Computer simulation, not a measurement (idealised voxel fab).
Process module in this document: voxel ribs on slabs
Cross-sectional view cut (width: 270 nm; square cell size: 5 nm).
Cross-section format: a grid of square cells, given as bands from top to bottom; each band is one or more rows of cells.
What a band's entry tells you: where the top is and where the bottom is, as heights in nm, and after that what lies inside, material by material from left to right, each with its width in nm. Empty space is written as the word "empty", and a single material marked with the word "edge to edge" occupies the band from edge to edge.
The reference from which all heights are counted is 0, the level beneath which the as-received wafer is entirely one material; the lowest band, having no lower bound, proceeds downward and is written after the example "0..down".
So if you see something like "30->40" for the width, read it as the top row of the band sitting at the first number and the bottom row at the second, with every row in between moving by the same amount as the last.
"nothing different" (step): cross-section cells unchanged, all of them.
The entry "Entrapped void list" lists the empty spaces that cover at least 8 cells and have no open path to the top. Each is written as width x height at distance, where the distance is measured from the left edge and all three values are in nm.
Read whatever lies past the settings on a step's line as the simulator's own remark about the step.
On any step carrying a mask, the "overlay nm" setting, if present on the step's line, tells how far right of its planned place the mask lay; negative values point to the left.
# Below is the list of planned process steps
1. RECEIVE with material Si
2. DIRECTIONAL_DEP with material SiO2, thk nm 25
3. DIRECTIONAL_DEP with material SiN, thk nm 20
4. DIRECTIONAL_DEP with material aC, thk nm 15
5. PATTERN with tone cover, mask id RIB, material resist, width nm 15, thk nm 35, overlay nm 0
6. DIRECTIONAL_ETCH with etch materials aC, depth nm 15
7. STRIP with etch materials resist
8. DIRECTIONAL_ETCH with etch materials SiN, depth nm 5
9. STRIP with etch materials aC
10. MASKED_ETCH with tone cover, mask id SLAB, width nm 55, etch materials SiN, depth nm 15, overlay nm 0
11. FILL_DEP with material SiO2, thk nm 15
12. CMP with height nm 55
13. DIRECTIONAL_DEP with material W, thk nm 10
14. PATTERN with tone cover, mask id HEATER, material resist, width nm 25, thk nm 15, overlay nm 0
15. DIRECTIONAL_ETCH with etch materials W, depth nm 10
16. STRIP with etch materials resist
17. CONFORMAL_DEP with material SiN, thk nm 5
# As-received state of the wafer in cross-section, equivalent to post-step 1
    0..down: Si edge to edge
    Entrapped void list: none
# The cross-section shown corresponds to the wafer at the conclusion of the module. The initial structure and the process plan are those presented above; however, one mistake occurred in executing the plan
    70..65: 115 empty; 35 SiN; 120 empty
    65..60: 115 empty; 5 SiN; 25 W; 5 SiN; 120 empty
    60..55: 120 SiN; 25 W; 125 SiN
    55..50: 105 SiO2; 55 SiN; 110 SiO2
    50..0: SiO2 edge to edge
    0..down: Si edge to edge
    Entrapped void list: none
Where did the run depart from the plan? it should be noted that step 2 of the plan was executed twice
